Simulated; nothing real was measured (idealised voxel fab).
process module | voxel ribs on slabs
cross-section cut | 175 nm wide | cells 5 nm
A cross-section is a grid of square cells, given in bands from the top down. A band is one or more rows of cells.
Each band's line starts with the height of the band's top and of its bottom, in nm. Then come its materials from left to right, each with its width in nm. One material with "throughout" fills the band from edge to edge. "air" is empty space.
Height 0 is the level under which the wafer as received is all one material. The lowest band goes on downwards, as in "0 down".
A width such as "30 to 40" changes by the same amount from each row of cells to the next, from the band's top row to its bottom row.
"no change" after a step means that no cell of the cross-section changed.
closed voids: empty space of 8 cells or more with no open way to the top, each as width x height at its distance from the left edge, in nm
after a step's settings: what the simulator itself notes on the step
overlay nm, on a step with a mask: how far to the right of its planned place the mask lay; to the left if negative
plan
1 op RECEIVE | material Si
2 op DIRECTIONAL_DEP | material SiO2 | thk nm 20
3 op DIRECTIONAL_DEP | material SiN | thk nm 15
4 op MASKED_ETCH | tone cover | mask id RIB | width nm 25 | etch materials SiN | depth nm 5 | overlay nm 0
5 op MASKED_ETCH | tone cover | mask id SLAB | width nm 55 | etch materials SiN | depth nm 10 | overlay nm 0
6 op FILL_DEP | material SiO2 | thk nm 15
7 op CMP | height nm 45
8 op DIRECTIONAL_DEP | material W | thk nm 10
9 op PATTERN | tone cover | mask id HEATER | material resist | width nm 35 | thk nm 15 | overlay nm 0
10 op DIRECTIONAL_ETCH | etch materials W | depth nm 10
11 op STRIP | etch materials resist
12 op CONFORMAL_DEP | material SiN | thk nm 10
as received, after step 1
  0 down: Si throughout
  closed voids: none
first wafer at the end, as planned
  65 to 55: air 60 | SiN 55 | air 60
  55 to 45: SiN 70 | W 35 | SiN 70
  45 to 35: SiO2 throughout
  35 to 30: SiO2 75 | SiN 25 | SiO2 75
  30 to 20: SiO2 60 | SiN 55 | SiO2 60
  20 to 0: SiO2 throughout
  0 down: Si throughout
  closed voids: none
second wafer at the end: like start, like plan, one mistake
  65 to 55: air 60 | SiN 55 | air 60
  55 to 45: SiN 70 | W 35 | SiN 70
  45 to 30: SiO2 throughout
  30 to 25: SiN 60 | SiO2 55 | SiN 60
  25 to 20: SiN 60 | SiO2 15 | SiN 25 | SiO2 15 | SiN 60
  20 to 0: SiO2 throughout
  0 down: Si throughout
  closed voids: none
what went wrong: step 5 ran as: op MASKED_ETCH | tone open | mask id SLAB | width nm 55 | etch materials SiN | depth nm 10 | overlay nm 0
at the end the second wafer has, in cells: 26 more of SiN | 26 fewer of SiO2
